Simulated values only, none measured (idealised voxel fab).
The following is a process module called voxel double patterning.
This is section cut - it's 295 nm across, gridded in 5 nm square cells.
Cross-section spec: square-cell grid; bands listed top down; each band is one or more rows.
For a band, the entry starts with two heights in nm, that of the top and then that of the bottom, and carries on with the band's materials in order from left to right, each alongside its width in nm; the word "edge to edge" beside a single material means it fills the band edge to edge, and "empty" means empty space.
Measure heights from 0. That's the level where, below it, the as-received wafer is all one material. The lowest band is bottomless and extends downward; write it as in "0 down".
Top row gets the first number, bottom row gets the second, and each row in between changes by the same step: that is how a band width like "30 to 40" works.
Given "stayed the same" for a step, no cell of the cross-section differs between before and after that step.
Voids not open to the top, 8 cells minimum: see "Enclosed cavities". Written width x height at distance; distance is from the left edge; nm.
Anything after a step's settings on that line? It's the simulator's own note about the step.
For masked steps, "overlay nm" on the step line gives how far right of plan the mask actually lay; a minus sign means it lay to the left.

# Planned process steps
1,op RECEIVE | material Si
2,op CONFORMAL_DEP | material SiO2 | thk nm 10
3,op DIRECTIONAL_DEP | material polySi | thk nm 15
4,op DIRECTIONAL_DEP | material SiCN | thk nm 10
5,op MASKED_ETCH | tone open | mask id FIRST | width nm 15 | pitch nm 50 | etch materials SiCN | depth nm 10 | overlay nm 0
6,op DIRECTIONAL_DEP | material aC | thk nm 15
7,op PATTERN | tone open | mask id SECOND | material resist | width nm 15 | pitch nm 50 | thk nm 35 | overlay nm 0
8,op DIRECTIONAL_ETCH | etch materials aC | depth nm 15
9,op STRIP | etch materials resist
10,op DIRECTIONAL_ETCH | etch materials SiCN | depth nm 10
11,op STRIP | etch materials aC
12,op DIRECTIONAL_ETCH | etch materials polySi | depth nm 15
13,op STRIP | etch materials SiCN

# The following pertains to the first of two wafers, which was processed as planned

# Cross-section of the wafer at receipt, which is the condition after step 1
- 0 down  Si edge to edge
- Enclosed cavities: none

# Step 2 done - wafer cross-section
- 10 to 0  SiO2 edge to edge
- Below 0 it's all the same as before, nothing changed down there.

# Step 3 done - wafer cross-section
- 25 to 10  polySi edge to edge
- Below 10 it's all the same as before, nothing changed down there.

# Step 4 done - wafer cross-section
- 35 to 25  SiCN edge to edge
- Below 25 it's all the same as before, nothing changed down there.

# Step 5 done - wafer cross-section
- 35 to 25  90 SiCN  15 empty  35 SiCN  15 empty  35 SiCN  15 empty  90 SiCN
- Below 25 it's all the same as before, nothing changed down there.

# Step 6 done - wafer cross-section
- 50 to 40  90 aC  15 empty  35 aC  15 empty  35 aC  15 empty  90 aC
- 40 to 35  aC edge to edge
- 35 to 25  90 SiCN  15 aC  35 SiCN  15 aC  35 SiCN  15 aC  90 SiCN
- Below 25 it's all the same as before, nothing changed down there.

# Step 7 done - wafer cross-section
- 85 to 50  115 resist  15 empty  35 resist  15 empty  115 resist
- 50 to 40  90 aC  15 resist  35 aC  15 resist  35 aC  15 resist  90 aC
- Below 40 it's all the same as before, nothing changed down there.

# Step 8 done - wafer cross-section
- 70 to 50  115 resist  15 empty  35 resist  15 empty  115 resist
- 50 to 40  90 aC  15 resist  10 aC  15 empty  10 aC  15 resist  10 aC  15 empty  10 aC  15 resist  90 aC
- 40 to 35  115 aC  15 empty  35 aC  15 empty  115 aC
- Below 35 it's all the same as before, nothing changed down there.

# Step 9 done - wafer cross-section
- 50 to 40  90 aC  15 empty  10 aC  15 empty  10 aC  15 empty  10 aC  15 empty  10 aC  15 empty  90 aC
- Below 40 it's all the same as before, nothing changed down there.

# Step 10 done - wafer cross-section
- 50 to 40  90 aC  15 empty  10 aC  15 empty  10 aC  15 empty  10 aC  15 empty  10 aC  15 empty  90 aC
- 40 to 35  115 aC  15 empty  35 aC  15 empty  115 aC
- 35 to 25  90 SiCN  15 aC  10 SiCN  15 empty  10 SiCN  15 aC  10 SiCN  15 empty  10 SiCN  15 aC  90 SiCN
- Below 25 it's all the same as before, nothing changed down there.

# Step 11 done - wafer cross-section
- 35 to 25  90 SiCN  15 empty  10 SiCN  15 empty  10 SiCN  15 empty  10 SiCN  15 empty  10 SiCN  15 empty  90 SiCN
- Below 25 it's all the same as before, nothing changed down there.

# Step 12 done - wafer cross-section
- 35 to 25  90 SiCN  15 empty  10 SiCN  15 empty  10 SiCN  15 empty  10 SiCN  15 empty  10 SiCN  15 empty  90 SiCN
- 25 to 10  90 polySi  15 empty  10 polySi  15 empty  10 polySi  15 empty  10 polySi  15 empty  10 polySi  15 empty  90 polySi
- Below 10 it's all the same as before, nothing changed down there.

# Step 13 done - wafer cross-section
- 25 to 10  90 polySi  15 empty  10 polySi  15 empty  10 polySi  15 empty  10 polySi  15 empty  10 polySi  15 empty  90 polySi
- Below 10 it's all the same as before, nothing changed down there.

# Wafer two of two - same starting point, same process plan, one mistake in execution; matches wafer one up to and including step 1

# Cross-section, second wafer, at the end time the plan gives for step 2
- 15 to 0  polySi edge to edge
- Below 0 it's all the same as before, nothing changed down there.

# Cross-section, second wafer, at the end time the plan gives for step 3
- 25 to 15  SiO2 edge to edge
- Below 15 it's all the same as before, nothing changed down there.

# Cross-section, second wafer, at the end time the plan gives for step 4
- 35 to 25  SiCN edge to edge
- Below 25 it's all the same as before, nothing changed down there.

# Cross-section, second wafer, at the end time the plan gives for step 5
- 35 to 25  90 SiCN  15 empty  35 SiCN  15 empty  35 SiCN  15 empty  90 SiCN
- Below 25 it's all the same as before, nothing changed down there.

# Cross-section, second wafer, at the end time the plan gives for step 6
- 50 to 40  90 aC  15 empty  35 aC  15 empty  35 aC  15 empty  90 aC
- 40 to 35  aC edge to edge
- 35 to 25  90 SiCN  15 aC  35 SiCN  15 aC  35 SiCN  15 aC  90 SiCN
- Below 25 it's all the same as before, nothing changed down there.

# Cross-section, second wafer, at the end time the plan gives for step 7
- 85 to 50  115 resist  15 empty  35 resist  15 empty  115 resist
- 50 to 40  90 aC  15 resist  35 aC  15 resist  35 aC  15 resist  90 aC
- Below 40 it's all the same as before, nothing changed down there.

# Cross-section, second wafer, at the end time the plan gives for step 8
- 70 to 50  115 resist  15 empty  35 resist  15 empty  115 resist
- 50 to 40  90 aC  15 resist  10 aC  15 empty  10 aC  15 resist  10 aC  15 empty  10 aC  15 resist  90 aC
- 40 to 35  115 aC  15 empty  35 aC  15 empty  115 aC
- Below 35 it's all the same as before, nothing changed down there.

# Cross-section, second wafer, at the end time the plan gives for step 9
- 50 to 40  90 aC  15 empty  10 aC  15 empty  10 aC  15 empty  10 aC  15 empty  10 aC  15 empty  90 aC
- Below 40 it's all the same as before, nothing changed down there.

# Cross-section, second wafer, at the end time the plan gives for step 10
- 50 to 40  90 aC  15 empty  10 aC  15 empty  10 aC  15 empty  10 aC  15 empty  10 aC  15 empty  90 aC
- 40 to 35  115 aC  15 empty  35 aC  15 empty  115 aC
- 35 to 25  90 SiCN  15 aC  10 SiCN  15 empty  10 SiCN  15 aC  10 SiCN  15 empty  10 SiCN  15 aC  90 SiCN
- Below 25 it's all the same as before, nothing changed down there.

# Cross-section, second wafer, at the end time the plan gives for step 11
- 35 to 25  90 SiCN  15 empty  10 SiCN  15 empty  10 SiCN  15 empty  10 SiCN  15 empty  10 SiCN  15 empty  90 SiCN
- Below 25 it's all the same as before, nothing changed down there.

Cross-section, second wafer, at the end time the plan gives for step 12: stayed the same

# Cross-section, second wafer, at the end time the plan gives for step 13
- 25 to 15  SiO2 edge to edge
- Below 15 it's all the same as before, nothing changed down there.
Finding, execution versus plan: steps 2 and 3 run out of order (swapped)
Final comparison by cell count, materials where the second wafer has more or fewer than the first: 45 more of polySi
